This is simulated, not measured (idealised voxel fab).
This section sets out a process module, namely voxel double patterning.
Section cut is 155 nm wide and gridded with 5 nm square cells.
If you're reading a cross-section in this doc, picture square cells in a grid; it comes to you as bands, top ones listed first down to the bottom, and a band can be one or more rows of cells. What a band's entry tells you: where the top is and where the bottom is, as heights in nm, and after that what lies inside, material by material from left to right, each with its width in nm. Empty space is written as the word "empty", and a single material marked with the word "full width" occupies the band from edge to edge. Height datum 0, below which the as-received substrate wafer is one material. Lowest band open at the bottom, running downward: "0 down". Per-row width for "30->40": begins at first number (top row of band), ends at second number (bottom row), increment between rows held constant. For the purposes of this document, the phrase "no change occurred" attached to a step denotes that no cell within the cross-section was modified by that step. "Sealed void list" lists enclosed empty spaces (at least 8 cells, no open path upward to the top), each as width x height at distance from the left edge, in nm. Whatever follows a step's settings on its line is a remark the simulator itself makes about that step. The optional step-line setting "overlay nm" applies to steps with a mask and quantifies how far to the right of its planned location the mask lay, a negative value indicating leftward placement.

**Intended process steps**
1 RECEIVE, material Si
2 CONFORMAL_DEP, material SiO2, thk nm 5
3 DIRECTIONAL_DEP, material polySi, thk nm 10
4 DIRECTIONAL_DEP, material SiN, thk nm 10
5 MASKED_ETCH, tone open, mask id FIRST, width nm 15, pitch nm 50, etch materials SiN, depth nm 10, overlay nm 0
6 PATTERN, tone open, mask id SECOND, material resist, width nm 15, pitch nm 50, thk nm 15, overlay nm 0
7 DIRECTIONAL_ETCH, etch materials SiN, depth nm 10
8 STRIP, etch materials resist
9 DIRECTIONAL_ETCH, etch materials polySi, depth nm 10
10 STRIP, etch materials SiN

**Of two wafers, the first: run according to plan**

**Wafer at receipt (post step 1), cross-section**
0 down | Si full width
Sealed void list: none

**Cross-sectional representation of the wafer at the conclusion of step 2**
5 to 0 | SiO2 full width
Note: structure below 0 unchanged.

**Cross-sectional representation of the wafer at the conclusion of step 3**
15 to 5 | polySi full width
Note: structure below 5 unchanged.

**Cross-sectional representation of the wafer at the conclusion of step 4**
25 to 15 | SiN full width
Note: structure below 15 unchanged.

**Cross-sectional representation of the wafer at the conclusion of step 5**
25 to 15 | SiN=20; empty=15; SiN=35; empty=15; SiN=35; empty=15; SiN=20
Note: structure below 15 unchanged.

**Cross-sectional representation of the wafer at the conclusion of step 6**
40 to 25 | resist=45; empty=15; resist=35; empty=15; resist=45
25 to 15 | SiN=20; resist=15; SiN=35; resist=15; SiN=35; resist=15; SiN=20
Note: structure below 15 unchanged.

**Cross-sectional representation of the wafer at the conclusion of step 7**
40 to 25 | resist=45; empty=15; resist=35; empty=15; resist=45
25 to 15 | SiN=20; resist=15; SiN=10; empty=15; SiN=10; resist=15; SiN=10; empty=15; SiN=10; resist=15; SiN=20
Note: structure below 15 unchanged.

**Cross-sectional representation of the wafer at the conclusion of step 8**
25 to 15 | SiN=20; empty=15; SiN=10; empty=15; SiN=10; empty=15; SiN=10; empty=15; SiN=10; empty=15; SiN=20
Note: structure below 15 unchanged.

**Cross-sectional representation of the wafer at the conclusion of step 9**
25 to 15 | SiN=20; empty=15; SiN=10; empty=15; SiN=10; empty=15; SiN=10; empty=15; SiN=10; empty=15; SiN=20
15 to 5 | polySi=20; empty=15; polySi=10; empty=15; polySi=10; empty=15; polySi=10; empty=15; polySi=10; empty=15; polySi=20
Note: structure below 5 unchanged.

**Cross-sectional representation of the wafer at the conclusion of step 10**
15 to 5 | polySi=20; empty=15; polySi=10; empty=15; polySi=10; empty=15; polySi=10; empty=15; polySi=10; empty=15; polySi=20
Note: structure below 5 unchanged.

**Now the other wafer: same start, same recipe, but we messed up one thing when running it. Up to and including step 1 it's the same as the first one**

**What the second wafer looks like in cross-section when step 2 should have wrapped up**
15 to 0 | SiO2 full width
Note: structure below 0 unchanged.

**What the second wafer looks like in cross-section when step 3 should have wrapped up**
25 to 15 | polySi full width
Note: structure below 15 unchanged.

**What the second wafer looks like in cross-section when step 4 should have wrapped up**
35 to 25 | SiN full width
Note: structure below 25 unchanged.

**What the second wafer looks like in cross-section when step 5 should have wrapped up**
35 to 25 | SiN=20; empty=15; SiN=35; empty=15; SiN=35; empty=15; SiN=20
Note: structure below 25 unchanged.

**What the second wafer looks like in cross-section when step 6 should have wrapped up**
50 to 35 | resist=45; empty=15; resist=35; empty=15; resist=45
35 to 25 | SiN=20; resist=15; SiN=35; resist=15; SiN=35; resist=15; SiN=20
Note: structure below 25 unchanged.

**What the second wafer looks like in cross-section when step 7 should have wrapped up**
50 to 35 | resist=45; empty=15; resist=35; empty=15; resist=45
35 to 25 | SiN=20; resist=15; SiN=10; empty=15; SiN=10; resist=15; SiN=10; empty=15; SiN=10; resist=15; SiN=20
Note: structure below 25 unchanged.

**What the second wafer looks like in cross-section when step 8 should have wrapped up**
35 to 25 | SiN=20; empty=15; SiN=10; empty=15; SiN=10; empty=15; SiN=10; empty=15; SiN=10; empty=15; SiN=20
Note: structure below 25 unchanged.

**What the second wafer looks like in cross-section when step 9 should have wrapped up**
35 to 25 | SiN=20; empty=15; SiN=10; empty=15; SiN=10; empty=15; SiN=10; empty=15; SiN=10; empty=15; SiN=20
25 to 15 | polySi=20; empty=15; polySi=10; empty=15; polySi=10; empty=15; polySi=10; empty=15; polySi=10; empty=15; polySi=20
Note: structure below 15 unchanged.

**What the second wafer looks like in cross-section when step 10 should have wrapped up**
25 to 15 | polySi=20; empty=15; polySi=10; empty=15; polySi=10; empty=15; polySi=10; empty=15; polySi=10; empty=15; polySi=20
Note: structure below 15 unchanged.
Deviation from plan: for step 2, the planned setting was not used; the step was instead run as CONFORMAL_DEP, material SiO2, thk nm 15
Wrapping up, a cell-based count of both wafers puts the second over or under the first for these materials: +62 SiO2
